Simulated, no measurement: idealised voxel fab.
process module | voxel wiring stack
cross-section cut | 150 nm wide | cells 5 nm
A cross-section is a grid of square cells, given in bands from the top down. A band is one or more rows of cells.
Each band's line starts with the height of the band's top and of its bottom, in nm. Then come its materials from left to right, each with its width in nm. One material with "throughout" fills the band from edge to edge. "air" is empty space.
Height 0 is the level under which the wafer as received is all one material. The lowest band goes on downwards, as in "0 down".
A width such as "30 to 40" changes by the same amount from each row of cells to the next, from the band's top row to its bottom row.
"no change" after a step means that no cell of the cross-section changed.
closed voids: empty space of 8 cells or more with no open way to the top, each as width x height at its distance from the left edge, in nm
after a step's settings: what the simulator itself notes on the step
overlay nm, on a step with a mask: how far to the right of its planned place the mask lay; to the left if negative
plan
1 op RECEIVE | material Si
2 op CONFORMAL_DEP | material SiO2 | thk nm 10
3 op DIRECTIONAL_DEP | material TiN | thk nm 5
4 op DIRECTIONAL_DEP | material W | thk nm 20
5 op DIRECTIONAL_DEP | material aC | thk nm 15
6 op PATTERN | tone cover | mask id METAL_1 | material resist | width nm 30 | pitch nm 50 | thk nm 30 | overlay nm 0
7 op DIRECTIONAL_ETCH | etch materials aC | depth nm 15
8 op STRIP | etch materials resist
9 op DIRECTIONAL_ETCH | etch materials W | depth nm 20
10 op DIRECTIONAL_ETCH | etch materials TiN | depth nm 5
11 op STRIP | etch materials aC
12 op CONFORMAL_DEP | material SiCN | thk nm 5
13 op FILL_DEP | material SiO2 | thk nm 5
14 op CMP | height nm 35
15 op CONFORMAL_DEP | material SiCN | thk nm 5
16 op DIRECTIONAL_DEP | material lowk | thk nm 20
17 op MASKED_ETCH | tone open | mask id PLUG_1 | width nm 15 | etch materials lowk | depth nm 20 | overlay nm 0
18 op MASKED_ETCH | tone open | mask id PLUG_1 | width nm 15 | etch materials SiCN | depth nm 5 | overlay nm 0
19 op CONFORMAL_DEP | material TiN | thk nm 5
20 op FILL_DEP | material Cu | thk nm 5
21 op CMP | height nm 60
22 op CONFORMAL_DEP | material SiCN | thk nm 5
23 op DIRECTIONAL_DEP | material lowk | thk nm 20
24 op MASKED_ETCH | tone open | mask id METAL_2 | width nm 30 | pitch nm 50 | etch materials lowk | depth nm 20 | overlay nm 0
25 op MASKED_ETCH | tone open | mask id METAL_2 | width nm 30 | pitch nm 50 | etch materials SiCN | depth nm 5 | overlay nm 0
26 op CONFORMAL_DEP | material TiN | thk nm 5
27 op FILL_DEP | material Ru | thk nm 5
28 op CMP | height nm 85
29 op CONFORMAL_DEP | material SiCN | thk nm 5
30 op DIRECTIONAL_DEP | material SiO2 | thk nm 10
31 op PATTERN | tone open | mask id PLUG_2 | material resist | width nm 15 | pitch nm 50 | thk nm 20 | overlay nm 0
32 op DIRECTIONAL_ETCH | etch materials SiO2 | depth nm 10
33 op DIRECTIONAL_ETCH | etch materials SiCN | depth nm 5
34 op STRIP | etch materials resist
35 op CONFORMAL_DEP | material TiN | thk nm 5
36 op FILL_DEP | material Ru | thk nm 10
37 op CMP | height nm 100
38 op CONFORMAL_DEP | material SiN | thk nm 5
39 op DIRECTIONAL_DEP | material SiO2 | thk nm 25
40 op PATTERN | tone open | mask id METAL_3 | material resist | width nm 30 | pitch nm 50 | thk nm 20 | overlay nm 0
41 op DIRECTIONAL_ETCH | etch materials SiO2 | depth nm 25
42 op DIRECTIONAL_ETCH | etch materials SiN | depth nm 5
43 op STRIP | etch materials resist
44 op CONFORMAL_DEP | material TiN | thk nm 5
45 op FILL_DEP | material Cu | thk nm 5
46 op CMP | height nm 130
47 op CONFORMAL_DEP | material SiCN | thk nm 5
as received, after step 1
  0 down: Si throughout
  closed voids: none
first wafer at the end, as planned
  135 to 130: SiCN throughout
  130 to 105: SiO2 35 | TiN 5 | Cu 20 | TiN 5 | SiO2 20 | TiN 5 | Cu 20 | TiN 5 | SiO2 35
  105 to 100: SiN 35 | TiN 30 | SiN 20 | TiN 30 | SiN 35
  100 to 90: SiO2 35 | TiN 5 | Ru 5 | TiN 5 | SiO2 35 | TiN 5 | Ru 5 | TiN 5 | SiO2 50
  90 to 85: SiCN 35 | TiN 15 | SiCN 35 | TiN 15 | SiCN 50
  85 to 65: lowk 35 | TiN 5 | Ru 20 | TiN 5 | lowk 20 | TiN 5 | Ru 20 | TiN 5 | lowk 35
  65 to 60: SiCN 35 | TiN 30 | SiCN 20 | TiN 30 | SiCN 35
  60 to 40: lowk 35 | TiN 5 | Cu 5 | TiN 5 | lowk 100
  40 to 35: SiCN 35 | TiN 15 | SiCN 100
  35 to 15: SiO2 30 | SiCN 5 | W 30 | SiCN 5 | SiO2 10 | SiCN 5 | W 30 | SiCN 5 | SiO2 30
  15 to 10: SiCN 35 | TiN 30 | SiCN 20 | TiN 30 | SiCN 35
  10 to 0: SiO2 throughout
  0 down: Si throughout
  closed voids: none
second wafer at the end: like start, like plan, one mistake
  135 to 130: SiCN throughout
  130 to 105: SiO2 35 | TiN 5 | Cu 20 | TiN 5 | SiO2 20 | TiN 5 | Cu 20 | TiN 5 | SiO2 35
  105 to 100: SiN 35 | TiN 30 | SiN 20 | TiN 30 | SiN 35
  100 to 90: SiO2 35 | TiN 5 | Ru 5 | TiN 5 | SiO2 35 | TiN 5 | Ru 5 | TiN 5 | SiO2 50
  90 to 85: SiCN 35 | TiN 15 | SiCN 35 | TiN 15 | SiCN 50
  85 to 70: lowk 45 | TiN 5 | Ru 20 | TiN 5 | lowk 20 | TiN 5 | Ru 20 | TiN 5 | lowk 25
  70 to 65: lowk 45 | TiN 5 | Ru 10 | TiN 15 | lowk 20 | TiN 5 | Ru 10 | TiN 15 | lowk 25
  65 to 60: SiCN 45 | TiN 20 | SiCN 30 | TiN 20 | SiCN 35
  60 to 40: lowk 35 | TiN 5 | Cu 5 | TiN 5 | lowk 100
  40 to 35: SiCN 35 | TiN 15 | SiCN 100
  35 to 15: SiO2 30 | SiCN 5 | W 30 | SiCN 5 | SiO2 10 | SiCN 5 | W 30 | SiCN 5 | SiO2 30
  15 to 10: SiCN 35 | TiN 30 | SiCN 20 | TiN 30 | SiCN 35
  10 to 0: SiO2 throughout
  0 down: Si throughout
  closed voids: none
what went wrong: step 24 ran as: op MASKED_ETCH | tone open | mask id METAL_2 | width nm 30 | pitch nm 50 | etch materials lowk | depth nm 20 | overlay nm 10
at the end the second wafer has, in cells: 4 fewer of Ru | 4 more of SiCN
